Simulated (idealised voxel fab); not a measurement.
process module | voxel transistor to metal
cross-section cut | 285 nm wide | cells 5 nm
A cross-section is a grid of square cells, given in bands from the top down. A band is one or more rows of cells.
Each band's line starts with the height of the band's top and of its bottom, in nm. Then come its materials from left to right, each with its width in nm. One material with "throughout" fills the band from edge to edge. "air" is empty space.
Height 0 is the level under which the wafer as received is all one material. The lowest band goes on downwards, as in "0 down".
A width such as "30 to 40" changes by the same amount from each row of cells to the next, from the band's top row to its bottom row.
"no change" after a step means that no cell of the cross-section changed.
closed voids: empty space of 8 cells or more with no open way to the top, each as width x height at its distance from the left edge, in nm
after a step's settings: what the simulator itself notes on the step
overlay nm, on a step with a mask: how far to the right of its planned place the mask lay; to the left if negative
plan
1 op RECEIVE | material Si
2 op OXIDIZE | depth nm 5
3 op CONFORMAL_DEP | material SiN | thk nm 10
4 op PATTERN | tone cover | mask id ACTIVE | material resist | width nm 110 | pitch nm 135 | thk nm 20 | overlay nm 0
5 op DIRECTIONAL_ETCH | etch materials SiN | depth nm 10
6 op DIRECTIONAL_ETCH | etch materials SiO2 | depth nm 5
7 op DIRECTIONAL_ETCH | etch materials Si | depth nm 30
8 op STRIP | etch materials resist
9 op OXIDIZE | depth nm 5
10 op FILL_DEP | material SiO2 | thk nm 10
11 op CMP | height nm 10
12 op SELECTIVE_ETCH | etch materials SiO2 | depth nm 10
13 op STRIP | etch materials SiN
14 op SELECTIVE_ETCH | etch materials SiO2 | depth nm 5
15 op OXIDIZE | depth nm 5
16 op DIRECTIONAL_DEP | material polySi | thk nm 30
17 op DIRECTIONAL_DEP | material SiCN | thk nm 15
18 op PATTERN | tone cover | mask id GATE | material resist | width nm 30 | pitch nm 135 | thk nm 20 | overlay nm 0
19 op DIRECTIONAL_ETCH | etch materials SiCN | depth nm 25
20 op DIRECTIONAL_ETCH | etch materials polySi | depth nm 40
21 op STRIP | etch materials resist
22 op CONFORMAL_DEP | material SiO2 | thk nm 5
23 op DIRECTIONAL_ETCH | etch materials SiO2 | depth nm 5
24 op CONFORMAL_DEP | material SiN | thk nm 10
25 op DIRECTIONAL_ETCH | etch materials SiN | depth nm 10
26 op DIRECTIONAL_ETCH | etch materials SiO2 | depth nm 5
27 op DIRECTIONAL_ETCH | etch materials Si | depth nm 10
28 op EPI | material pSi | thk nm 10
29 op FILL_DEP | material SiO2 | thk nm 5
30 op CMP | height nm 25
31 op STRIP | etch materials polySi
32 op SELECTIVE_ETCH | etch materials SiO2 | depth nm 5
33 op CONFORMAL_DEP | material HfO2 | thk nm 5
34 op CONFORMAL_DEP | material TiN | thk nm 5
35 op FILL_DEP | material W | thk nm 10
36 op CMP | height nm 20
37 op DIRECTIONAL_DEP | material SiO2 | thk nm 10
38 op MASKED_ETCH | tone open | mask id CONTACT | width nm 15 | etch materials SiO2 | depth nm 40 | overlay nm 0
39 op CONFORMAL_DEP | material TiN | thk nm 5
40 op FILL_DEP | material Ru | thk nm 10
41 op CMP | height nm 30
42 op CONFORMAL_DEP | material SiN | thk nm 5
43 op DIRECTIONAL_DEP | material lowk | thk nm 20
44 op MASKED_ETCH | tone open | mask id METAL_1 | width nm 15 | etch materials lowk | depth nm 20 | overlay nm 0
45 op MASKED_ETCH | tone open | mask id METAL_1 | width nm 15 | etch materials SiN | depth nm 5 | overlay nm 0
46 op CONFORMAL_DEP | material TiN | thk nm 5
47 op FILL_DEP | material Ru | thk nm 10
48 op CMP | height nm 55
49 op CONFORMAL_DEP | material SiCN | thk nm 5
50 op DIRECTIONAL_DEP | material lowk | thk nm 30
51 op PATTERN | tone open | mask id METAL_2 | material resist | width nm 15 | pitch nm 135 | thk nm 15 | overlay nm 0
52 op DIRECTIONAL_ETCH | etch materials lowk | depth nm 20
53 op STRIP | etch materials resist
54 op MASKED_ETCH | tone open | mask id METAL_2_HOLES | width nm 15 | pitch nm 135 | etch materials lowk | depth nm 10 | overlay nm 0
55 op MASKED_ETCH | tone open | mask id METAL_2_HOLES | width nm 15 | pitch nm 135 | etch materials SiCN | depth nm 5 | overlay nm 0
56 op CONFORMAL_DEP | material TiN | thk nm 5
57 op FILL_DEP | material Cu | thk nm 10
58 op CMP | height nm 90
59 op CONFORMAL_DEP | material SiCN | thk nm 5
first wafer, as planned
as received, after step 1
  0 down: Si throughout
  closed voids: none
after step 2
  0 to -5: SiO2 throughout
  below -5: unchanged
after step 3
  10 to 0: SiN throughout
  below 0: unchanged
after step 4
  30 to 10: air 20 | resist 110 | air 25 | resist 110 | air 20
  below 10: unchanged
after step 5
  30 to 10: air 20 | resist 110 | air 25 | resist 110 | air 20
  10 to 0: air 20 | SiN 110 | air 25 | SiN 110 | air 20
  below 0: unchanged
after step 6
  30 to 10: air 20 | resist 110 | air 25 | resist 110 | air 20
  10 to 0: air 20 | SiN 110 | air 25 | SiN 110 | air 20
  0 to -5: air 20 | SiO2 110 | air 25 | SiO2 110 | air 20
  below -5: unchanged
after step 7
  30 to 10: air 20 | resist 110 | air 25 | resist 110 | air 20
  10 to 0: air 20 | SiN 110 | air 25 | SiN 110 | air 20
  0 to -5: air 20 | SiO2 110 | air 25 | SiO2 110 | air 20
  -5 to -35: air 20 | Si 110 | air 25 | Si 110 | air 20
  below -35: unchanged
after step 8
  10 to 0: air 20 | SiN 110 | air 25 | SiN 110 | air 20
  below 0: unchanged
after step 9
  10 to 0: air 20 | SiN 110 | air 25 | SiN 110 | air 20
  0 to -5: air 20 | SiO2 110 | air 25 | SiO2 110 | air 20
  -5 to -35: air 20 | SiO2 5 | Si 100 | SiO2 5 | air 25 | SiO2 5 | Si 100 | SiO2 5 | air 20
  -35 to -40: SiO2 25 | Si 100 | SiO2 35 | Si 100 | SiO2 25
  below -40: unchanged
after step 10
  20 to 10: SiO2 throughout
  10 to 0: SiO2 20 | SiN 110 | SiO2 25 | SiN 110 | SiO2 20
  0 to -5: SiO2 throughout
  -5 to -40: SiO2 25 | Si 100 | SiO2 35 | Si 100 | SiO2 25
  below -40: unchanged
after step 11
  10 to 0: SiO2 20 | SiN 110 | SiO2 25 | SiN 110 | SiO2 20
  below 0: unchanged
after step 12
  10 to 0: air 20 | SiN 110 | air 25 | SiN 110 | air 20
  below 0: unchanged
after step 13
  0 to -5: SiO2 throughout
  below -5: unchanged
after step 14
  -5 to -40: SiO2 25 | Si 100 | SiO2 35 | Si 100 | SiO2 25
  below -40: unchanged
after step 15
  -5 to -10: SiO2 throughout
  below -10: unchanged
after step 16
  25 to -5: polySi throughout
  below -5: unchanged
after step 17
  40 to 25: SiCN throughout
  below 25: unchanged
after step 18
  60 to 40: air 60 | resist 30 | air 105 | resist 30 | air 60
  below 40: unchanged
after step 19
  60 to 40: air 60 | resist 30 | air 105 | resist 30 | air 60
  40 to 25: air 60 | SiCN 30 | air 105 | SiCN 30 | air 60
  below 25: unchanged
after step 20
  60 to 40: air 60 | resist 30 | air 105 | resist 30 | air 60
  40 to 25: air 60 | SiCN 30 | air 105 | SiCN 30 | air 60
  25 to -5: air 60 | polySi 30 | air 105 | polySi 30 | air 60
  below -5: unchanged
after step 21
  40 to 25: air 60 | SiCN 30 | air 105 | SiCN 30 | air 60
  below 25: unchanged
after step 22
  45 to 40: air 55 | SiO2 40 | air 95 | SiO2 40 | air 55
  40 to 25: air 55 | SiO2 5 | SiCN 30 | SiO2 5 | air 95 | SiO2 5 | SiCN 30 | SiO2 5 | air 55
  25 to 0: air 55 | SiO2 5 | polySi 30 | SiO2 5 | air 95 | SiO2 5 | polySi 30 | SiO2 5 | air 55
  0 to -5: SiO2 60 | polySi 30 | SiO2 105 | polySi 30 | SiO2 60
  below -5: unchanged
after step 23
  40 to 25: air 55 | SiO2 5 | SiCN 30 | SiO2 5 | air 95 | SiO2 5 | SiCN 30 | SiO2 5 | air 55
  25 to -5: air 55 | SiO2 5 | polySi 30 | SiO2 5 | air 95 | SiO2 5 | polySi 30 | SiO2 5 | air 55
  below -5: unchanged
after step 24
  50 to 40: air 45 | SiN 60 | air 75 | SiN 60 | air 45
  40 to 25: air 45 | SiN 10 | SiO2 5 | SiCN 30 | SiO2 5 | SiN 10 | air 75 | SiN 10 | SiO2 5 | SiCN 30 | SiO2 5 | SiN 10 | air 45
  25 to 5: air 45 | SiN 10 | SiO2 5 | polySi 30 | SiO2 5 | SiN 10 | air 75 | SiN 10 | SiO2 5 | polySi 30 | SiO2 5 | SiN 10 | air 45
  5 to -5: SiN 55 | SiO2 5 | polySi 30 | SiO2 5 | SiN 95 | SiO2 5 | polySi 30 | SiO2 5 | SiN 55
  below -5: unchanged
after step 25
  40 to 25: air 45 | SiN 10 | SiO2 5 | SiCN 30 | SiO2 5 | SiN 10 | air 75 | SiN 10 | SiO2 5 | SiCN 30 | SiO2 5 | SiN 10 | air 45
  25 to -5: air 45 | SiN 10 | SiO2 5 | polySi 30 | SiO2 5 | SiN 10 | air 75 | SiN 10 | SiO2 5 | polySi 30 | SiO2 5 | SiN 10 | air 45
  below -5: unchanged
after step 26
  40 to 35: air 45 | SiN 10 | air 5 | SiCN 30 | air 5 | SiN 10 | air 75 | SiN 10 | air 5 | SiCN 30 | air 5 | SiN 10 | air 45
  35 to 25: air 45 | SiN 10 | SiO2 5 | SiCN 30 | SiO2 5 | SiN 10 | air 75 | SiN 10 | SiO2 5 | SiCN 30 | SiO2 5 | SiN 10 | air 45
  25 to -5: air 45 | SiN 10 | SiO2 5 | polySi 30 | SiO2 5 | SiN 10 | air 75 | SiN 10 | SiO2 5 | polySi 30 | SiO2 5 | SiN 10 | air 45
  -5 to -10: air 45 | SiO2 60 | air 75 | SiO2 60 | air 45
  below -10: unchanged
after step 27
  40 to 35: air 45 | SiN 10 | air 5 | SiCN 30 | air 5 | SiN 10 | air 75 | SiN 10 | air 5 | SiCN 30 | air 5 | SiN 10 | air 45
  35 to 25: air 45 | SiN 10 | SiO2 5 | SiCN 30 | SiO2 5 | SiN 10 | air 75 | SiN 10 | SiO2 5 | SiCN 30 | SiO2 5 | SiN 10 | air 45
  25 to -5: air 45 | SiN 10 | SiO2 5 | polySi 30 | SiO2 5 | SiN 10 | air 75 | SiN 10 | SiO2 5 | polySi 30 | SiO2 5 | SiN 10 | air 45
  -5 to -10: air 45 | SiO2 60 | air 75 | SiO2 60 | air 45
  -10 to -20: SiO2 25 | air 20 | Si 60 | air 20 | SiO2 35 | air 20 | Si 60 | air 20 | SiO2 25
  below -20: unchanged
after step 28
  40 to 35: air 45 | SiN 10 | air 5 | SiCN 30 | air 5 | SiN 10 | air 75 | SiN 10 | air 5 | SiCN 30 | air 5 | SiN 10 | air 45
  35 to 25: air 45 | SiN 10 | SiO2 5 | SiCN 30 | SiO2 5 | SiN 10 | air 75 | SiN 10 | SiO2 5 | SiCN 30 | SiO2 5 | SiN 10 | air 45
  25 to 0: air 45 | SiN 10 | SiO2 5 | polySi 30 | SiO2 5 | SiN 10 | air 75 | SiN 10 | SiO2 5 | polySi 30 | SiO2 5 | SiN 10 | air 45
  0 to -5: air 35 | pSi 10 | SiN 10 | SiO2 5 | polySi 30 | SiO2 5 | SiN 10 | pSi 10 | air 55 | pSi 10 | SiN 10 | SiO2 5 | polySi 30 | SiO2 5 | SiN 10 | pSi 10 | air 35
  -5 to -10: air 35 | pSi 10 | SiO2 60 | pSi 10 | air 55 | pSi 10 | SiO2 60 | pSi 10 | air 35
  -10 to -20: SiO2 25 | pSi 20 | Si 60 | pSi 20 | SiO2 35 | pSi 20 | Si 60 | pSi 20 | SiO2 25
  below -20: unchanged
after step 29
  45 to 40: SiO2 throughout
  40 to 25: SiO2 45 | SiN 10 | SiO2 5 | SiCN 30 | SiO2 5 | SiN 10 | SiO2 75 | SiN 10 | SiO2 5 | SiCN 30 | SiO2 5 | SiN 10 | SiO2 45
  25 to 0: SiO2 45 | SiN 10 | SiO2 5 | polySi 30 | SiO2 5 | SiN 10 | SiO2 75 | SiN 10 | SiO2 5 | polySi 30 | SiO2 5 | SiN 10 | SiO2 45
  0 to -5: SiO2 35 | pSi 10 | SiN 10 | SiO2 5 | polySi 30 | SiO2 5 | SiN 10 | pSi 10 | SiO2 55 | pSi 10 | SiN 10 | SiO2 5 | polySi 30 | SiO2 5 | SiN 10 | pSi 10 | SiO2 35
  -5 to -10: SiO2 35 | pSi 10 | SiO2 60 | pSi 10 | SiO2 55 | pSi 10 | SiO2 60 | pSi 10 | SiO2 35
  below -10: unchanged
after step 30
  25 to 0: SiO2 45 | SiN 10 | SiO2 5 | polySi 30 | SiO2 5 | SiN 10 | SiO2 75 | SiN 10 | SiO2 5 | polySi 30 | SiO2 5 | SiN 10 | SiO2 45
  below 0: unchanged
after step 31
  25 to 0: SiO2 45 | SiN 10 | SiO2 5 | air 30 | SiO2 5 | SiN 10 | SiO2 75 | SiN 10 | SiO2 5 | air 30 | SiO2 5 | SiN 10 | SiO2 45
  0 to -5: SiO2 35 | pSi 10 | SiN 10 | SiO2 5 | air 30 | SiO2 5 | SiN 10 | pSi 10 | SiO2 55 | pSi 10 | SiN 10 | SiO2 5 | air 30 | SiO2 5 | SiN 10 | pSi 10 | SiO2 35
  below -5: unchanged
after step 32
  25 to 20: air 45 | SiN 10 | air 40 | SiN 10 | air 75 | SiN 10 | air 40 | SiN 10 | air 45
  20 to 0: SiO2 45 | SiN 10 | air 40 | SiN 10 | SiO2 75 | SiN 10 | air 40 | SiN 10 | SiO2 45
  0 to -5: SiO2 35 | pSi 10 | SiN 10 | air 40 | SiN 10 | pSi 10 | SiO2 55 | pSi 10 | SiN 10 | air 40 | SiN 10 | pSi 10 | SiO2 35
  -5 to -10: SiO2 35 | pSi 10 | SiO2 10 | air 40 | SiO2 10 | pSi 10 | SiO2 55 | pSi 10 | SiO2 10 | air 40 | SiO2 10 | pSi 10 | SiO2 35
  below -10: unchanged
after step 33
  30 to 25: air 40 | HfO2 20 | air 30 | HfO2 20 | air 65 | HfO2 20 | air 30 | HfO2 20 | air 40
  25 to 20: HfO2 45 | SiN 10 | HfO2 5 | air 30 | HfO2 5 | SiN 10 | HfO2 75 | SiN 10 | HfO2 5 | air 30 | HfO2 5 | SiN 10 | HfO2 45
  20 to 0: SiO2 45 | SiN 10 | HfO2 5 | air 30 | HfO2 5 | SiN 10 | SiO2 75 | SiN 10 | HfO2 5 | air 30 | HfO2 5 | SiN 10 | SiO2 45
  0 to -5: SiO2 35 | pSi 10 | SiN 10 | HfO2 5 | air 30 | HfO2 5 | SiN 10 | pSi 10 | SiO2 55 | pSi 10 | SiN 10 | HfO2 5 | air 30 | HfO2 5 | SiN 10 | pSi 10 | SiO2 35
  -5 to -10: SiO2 35 | pSi 10 | SiO2 10 | HfO2 40 | SiO2 10 | pSi 10 | SiO2 55 | pSi 10 | SiO2 10 | HfO2 40 | SiO2 10 | pSi 10 | SiO2 35
  below -10: unchanged
after step 34
  35 to 30: air 35 | TiN 30 | air 20 | TiN 30 | air 55 | TiN 30 | air 20 | TiN 30 | air 35
  30 to 25: TiN 40 | HfO2 20 | TiN 5 | air 20 | TiN 5 | HfO2 20 | TiN 65 | HfO2 20 | TiN 5 | air 20 | TiN 5 | HfO2 20 | TiN 40
  25 to 20: HfO2 45 | SiN 10 | HfO2 5 | TiN 5 | air 20 | TiN 5 | HfO2 5 | SiN 10 | HfO2 75 | SiN 10 | HfO2 5 | TiN 5 | air 20 | TiN 5 | HfO2 5 | SiN 10 | HfO2 45
  20 to 0: SiO2 45 | SiN 10 | HfO2 5 | TiN 5 | air 20 | TiN 5 | HfO2 5 | SiN 10 | SiO2 75 | SiN 10 | HfO2 5 | TiN 5 | air 20 | TiN 5 | HfO2 5 | SiN 10 | SiO2 45
  0 to -5: SiO2 35 | pSi 10 | SiN 10 | HfO2 5 | TiN 30 | HfO2 5 | SiN 10 | pSi 10 | SiO2 55 | pSi 10 | SiN 10 | HfO2 5 | TiN 30 | HfO2 5 | SiN 10 | pSi 10 | SiO2 35
  below -5: unchanged
after step 35
  45 to 35: W throughout
  35 to 30: W 35 | TiN 30 | W 20 | TiN 30 | W 55 | TiN 30 | W 20 | TiN 30 | W 35
  30 to 25: TiN 40 | HfO2 20 | TiN 5 | W 20 | TiN 5 | HfO2 20 | TiN 65 | HfO2 20 | TiN 5 | W 20 | TiN 5 | HfO2 20 | TiN 40
  25 to 20: HfO2 45 | SiN 10 | HfO2 5 | TiN 5 | W 20 | TiN 5 | HfO2 5 | SiN 10 | HfO2 75 | SiN 10 | HfO2 5 | TiN 5 | W 20 | TiN 5 | HfO2 5 | SiN 10 | HfO2 45
  20 to 0: SiO2 45 | SiN 10 | HfO2 5 | TiN 5 | W 20 | TiN 5 | HfO2 5 | SiN 10 | SiO2 75 | SiN 10 | HfO2 5 | TiN 5 | W 20 | TiN 5 | HfO2 5 | SiN 10 | SiO2 45
  below 0: unchanged
after step 36
  20 to 0: SiO2 45 | SiN 10 | HfO2 5 | TiN 5 | W 20 | TiN 5 | HfO2 5 | SiN 10 | SiO2 75 | SiN 10 | HfO2 5 | TiN 5 | W 20 | TiN 5 | HfO2 5 | SiN 10 | SiO2 45
  below 0: unchanged
after step 37
  30 to 20: SiO2 throughout
  below 20: unchanged
after step 38
  30 to 20: SiO2 30 | air 15 | SiO2 60 | air 15 | SiO2 45 | air 15 | SiO2 60 | air 15 | SiO2 30
  20 to 0: SiO2 30 | air 15 | SiN 10 | HfO2 5 | TiN 5 | W 20 | TiN 5 | HfO2 5 | SiN 10 | air 15 | SiO2 45 | air 15 | SiN 10 | HfO2 5 | TiN 5 | W 20 | TiN 5 | HfO2 5 | SiN 10 | air 15 | SiO2 30
  0 to -5: SiO2 30 | air 5 | pSi 10 | SiN 10 | HfO2 5 | TiN 30 | HfO2 5 | SiN 10 | pSi 10 | air 5 | SiO2 45 | air 5 | pSi 10 | SiN 10 | HfO2 5 | TiN 30 | HfO2 5 | SiN 10 | pSi 10 | air 5 | SiO2 30
  -5 to -10: SiO2 30 | air 5 | pSi 10 | SiO2 10 | HfO2 40 | SiO2 10 | pSi 10 | air 5 | SiO2 45 | air 5 | pSi 10 | SiO2 10 | HfO2 40 | SiO2 10 | pSi 10 | air 5 | SiO2 30
  below -10: unchanged
after step 39
  35 to 30: TiN 35 | air 5 | TiN 70 | air 5 | TiN 55 | air 5 | TiN 70 | air 5 | TiN 35
  30 to 20: SiO2 30 | TiN 5 | air 5 | TiN 5 | SiO2 60 | TiN 5 | air 5 | TiN 5 | SiO2 45 | TiN 5 | air 5 | TiN 5 | SiO2 60 | TiN 5 | air 5 | TiN 5 | SiO2 30
  20 to 5: SiO2 30 | TiN 5 | air 5 | TiN 5 | SiN 10 | HfO2 5 | TiN 5 | W 20 | TiN 5 | HfO2 5 | SiN 10 | TiN 5 | air 5 | TiN 5 | SiO2 45 | TiN 5 | air 5 | TiN 5 | SiN 10 | HfO2 5 | TiN 5 | W 20 | TiN 5 | HfO2 5 | SiN 10 | TiN 5 | air 5 | TiN 5 | SiO2 30
  5 to 0: SiO2 30 | TiN 15 | SiN 10 | HfO2 5 | TiN 5 | W 20 | TiN 5 | HfO2 5 | SiN 10 | TiN 15 | SiO2 45 | TiN 15 | SiN 10 | HfO2 5 | TiN 5 | W 20 | TiN 5 | HfO2 5 | SiN 10 | TiN 15 | SiO2 30
  0 to -5: SiO2 30 | TiN 5 | pSi 10 | SiN 10 | HfO2 5 | TiN 30 | HfO2 5 | SiN 10 | pSi 10 | TiN 5 | SiO2 45 | TiN 5 | pSi 10 | SiN 10 | HfO2 5 | TiN 30 | HfO2 5 | SiN 10 | pSi 10 | TiN 5 | SiO2 30
  -5 to -10: SiO2 30 | TiN 5 | pSi 10 | SiO2 10 | HfO2 40 | SiO2 10 | pSi 10 | TiN 5 | SiO2 45 | TiN 5 | pSi 10 | SiO2 10 | HfO2 40 | SiO2 10 | pSi 10 | TiN 5 | SiO2 30
  below -10: unchanged
after step 40
  45 to 35: Ru throughout
  35 to 30: TiN 35 | Ru 5 | TiN 70 | Ru 5 | TiN 55 | Ru 5 | TiN 70 | Ru 5 | TiN 35
  30 to 20: SiO2 30 | TiN 5 | Ru 5 | TiN 5 | SiO2 60 | TiN 5 | Ru 5 | TiN 5 | SiO2 45 | TiN 5 | Ru 5 | TiN 5 | SiO2 60 | TiN 5 | Ru 5 | TiN 5 | SiO2 30
  20 to 5: SiO2 30 | TiN 5 | Ru 5 | TiN 5 | SiN 10 | HfO2 5 | TiN 5 | W 20 | TiN 5 | HfO2 5 | SiN 10 | TiN 5 | Ru 5 | TiN 5 | SiO2 45 | TiN 5 | Ru 5 | TiN 5 | SiN 10 | HfO2 5 | TiN 5 | W 20 | TiN 5 | HfO2 5 | SiN 10 | TiN 5 | Ru 5 | TiN 5 | SiO2 30
  below 5: unchanged
after step 41
  30 to 20: SiO2 30 | TiN 5 | Ru 5 | TiN 5 | SiO2 60 | TiN 5 | Ru 5 | TiN 5 | SiO2 45 | TiN 5 | Ru 5 | TiN 5 | SiO2 60 | TiN 5 | Ru 5 | TiN 5 | SiO2 30
  below 20: unchanged
after step 42
  35 to 30: SiN throughout
  below 30: unchanged
after step 43
  55 to 35: lowk throughout
  below 35: unchanged
after step 44
  55 to 35: lowk 30 | air 15 | lowk 60 | air 15 | lowk 45 | air 15 | lowk 60 | air 15 | lowk 30
  below 35: unchanged
after step 45
  55 to 35: lowk 30 | air 15 | lowk 60 | air 15 | lowk 45 | air 15 | lowk 60 | air 15 | lowk 30
  35 to 30: SiN 30 | air 15 | SiN 60 | air 15 | SiN 45 | air 15 | SiN 60 | air 15 | SiN 30
  below 30: unchanged
after step 46
  60 to 55: TiN 35 | air 5 | TiN 70 | air 5 | TiN 55 | air 5 | TiN 70 | air 5 | TiN 35
  55 to 35: lowk 30 | TiN 5 | air 5 | TiN 5 | lowk 60 | TiN 5 | air 5 | TiN 5 | lowk 45 | TiN 5 | air 5 | TiN 5 | lowk 60 | TiN 5 | air 5 | TiN 5 | lowk 30
  35 to 30: SiN 30 | TiN 15 | SiN 60 | TiN 15 | SiN 45 | TiN 15 | SiN 60 | TiN 15 | SiN 30
  below 30: unchanged
after step 47
  70 to 60: Ru throughout
  60 to 55: TiN 35 | Ru 5 | TiN 70 | Ru 5 | TiN 55 | Ru 5 | TiN 70 | Ru 5 | TiN 35
  55 to 35: lowk 30 | TiN 5 | Ru 5 | TiN 5 | lowk 60 | TiN 5 | Ru 5 | TiN 5 | lowk 45 | TiN 5 | Ru 5 | TiN 5 | lowk 60 | TiN 5 | Ru 5 | TiN 5 | lowk 30
  below 35: unchanged
after step 48
  55 to 35: lowk 30 | TiN 5 | Ru 5 | TiN 5 | lowk 60 | TiN 5 | Ru 5 | TiN 5 | lowk 45 | TiN 5 | Ru 5 | TiN 5 | lowk 60 | TiN 5 | Ru 5 | TiN 5 | lowk 30
  below 35: unchanged
after step 49
  60 to 55: SiCN throughout
  below 55: unchanged
after step 50
  90 to 60: lowk throughout
  below 60: unchanged
after step 51
  105 to 90: resist 30 | air 15 | resist 120 | air 15 | resist 105
  below 90: unchanged
after step 52
  105 to 90: resist 30 | air 15 | resist 120 | air 15 | resist 105
  90 to 70: lowk 30 | air 15 | lowk 120 | air 15 | lowk 105
  below 70: unchanged
after step 53
  90 to 70: lowk 30 | air 15 | lowk 120 | air 15 | lowk 105
  below 70: unchanged
after step 54
  90 to 60: lowk 30 | air 15 | lowk 120 | air 15 | lowk 105
  below 60: unchanged
after step 55
  90 to 60: lowk 30 | air 15 | lowk 120 | air 15 | lowk 105
  60 to 55: SiCN 30 | air 15 | SiCN 120 | air 15 | SiCN 105
  below 55: unchanged
after step 56
  95 to 90: TiN 35 | air 5 | TiN 130 | air 5 | TiN 110
  90 to 60: lowk 30 | TiN 5 | air 5 | TiN 5 | lowk 120 | TiN 5 | air 5 | TiN 5 | lowk 105
  60 to 55: SiCN 30 | TiN 15 | SiCN 120 | TiN 15 | SiCN 105
  below 55: unchanged
after step 57
  105 to 95: Cu throughout
  95 to 90: TiN 35 | Cu 5 | TiN 130 | Cu 5 | TiN 110
  90 to 60: lowk 30 | TiN 5 | Cu 5 | TiN 5 | lowk 120 | TiN 5 | Cu 5 | TiN 5 | lowk 105
  below 60: unchanged
after step 58
  90 to 60: lowk 30 | TiN 5 | Cu 5 | TiN 5 | lowk 120 | TiN 5 | Cu 5 | TiN 5 | lowk 105
  below 60: unchanged
after step 59
  95 to 90: SiCN throughout
  below 90: unchanged
second wafer: like start, like plan, one mistake. Through step 41 it matches the first wafer
when step 42 should have ended
  35 to 30: Ru throughout
  below 30: unchanged
when step 43 should have ended
  55 to 35: lowk throughout
  below 35: unchanged
when step 44 should have ended
  55 to 35: lowk 30 | air 15 | lowk 60 | air 15 | lowk 45 | air 15 | lowk 60 | air 15 | lowk 30
  below 35: unchanged
when step 45 should have ended: no change
when step 46 should have ended
  60 to 55: TiN 35 | air 5 | TiN 70 | air 5 | TiN 55 | air 5 | TiN 70 | air 5 | TiN 35
  55 to 40: lowk 30 | TiN 5 | air 5 | TiN 5 | lowk 60 | TiN 5 | air 5 | TiN 5 | lowk 45 | TiN 5 | air 5 | TiN 5 | lowk 60 | TiN 5 | air 5 | TiN 5 | lowk 30
  40 to 35: lowk 30 | TiN 15 | lowk 60 | TiN 15 | lowk 45 | TiN 15 | lowk 60 | TiN 15 | lowk 30
  below 35: unchanged
when step 47 should have ended
  70 to 60: Ru throughout
  60 to 55: TiN 35 | Ru 5 | TiN 70 | Ru 5 | TiN 55 | Ru 5 | TiN 70 | Ru 5 | TiN 35
  55 to 40: lowk 30 | TiN 5 | Ru 5 | TiN 5 | lowk 60 | TiN 5 | Ru 5 | TiN 5 | lowk 45 | TiN 5 | Ru 5 | TiN 5 | lowk 60 | TiN 5 | Ru 5 | TiN 5 | lowk 30
  below 40: unchanged
when step 48 should have ended
  55 to 40: lowk 30 | TiN 5 | Ru 5 | TiN 5 | lowk 60 | TiN 5 | Ru 5 | TiN 5 | lowk 45 | TiN 5 | Ru 5 | TiN 5 | lowk 60 | TiN 5 | Ru 5 | TiN 5 | lowk 30
  below 40: unchanged
when step 49 should have ended
  60 to 55: SiCN throughout
  below 55: unchanged
when step 50 should have ended
  90 to 60: lowk throughout
  below 60: unchanged
when step 51 should have ended
  105 to 90: resist 30 | air 15 | resist 120 | air 15 | resist 105
  below 90: unchanged
when step 52 should have ended
  105 to 90: resist 30 | air 15 | resist 120 | air 15 | resist 105
  90 to 70: lowk 30 | air 15 | lowk 120 | air 15 | lowk 105
  below 70: unchanged
when step 53 should have ended
  90 to 70: lowk 30 | air 15 | lowk 120 | air 15 | lowk 105
  below 70: unchanged
when step 54 should have ended
  90 to 60: lowk 30 | air 15 | lowk 120 | air 15 | lowk 105
  below 60: unchanged
when step 55 should have ended
  90 to 60: lowk 30 | air 15 | lowk 120 | air 15 | lowk 105
  60 to 55: SiCN 30 | air 15 | SiCN 120 | air 15 | SiCN 105
  below 55: unchanged
when step 56 should have ended
  95 to 90: TiN 35 | air 5 | TiN 130 | air 5 | TiN 110
  90 to 60: lowk 30 | TiN 5 | air 5 | TiN 5 | lowk 120 | TiN 5 | air 5 | TiN 5 | lowk 105
  60 to 55: SiCN 30 | TiN 15 | SiCN 120 | TiN 15 | SiCN 105
  below 55: unchanged
when step 57 should have ended
  105 to 95: Cu throughout
  95 to 90: TiN 35 | Cu 5 | TiN 130 | Cu 5 | TiN 110
  90 to 60: lowk 30 | TiN 5 | Cu 5 | TiN 5 | lowk 120 | TiN 5 | Cu 5 | TiN 5 | lowk 105
  below 60: unchanged
when step 58 should have ended
  90 to 60: lowk 30 | TiN 5 | Cu 5 | TiN 5 | lowk 120 | TiN 5 | Cu 5 | TiN 5 | lowk 105
  below 60: unchanged
when step 59 should have ended
  95 to 90: SiCN throughout
  below 90: unchanged
what went wrong: step 42 ran as: op CONFORMAL_DEP | material Ru | thk nm 5
at the end the second wafer has, in cells: 53 more of Ru | 45 fewer of SiN | 8 fewer of TiN
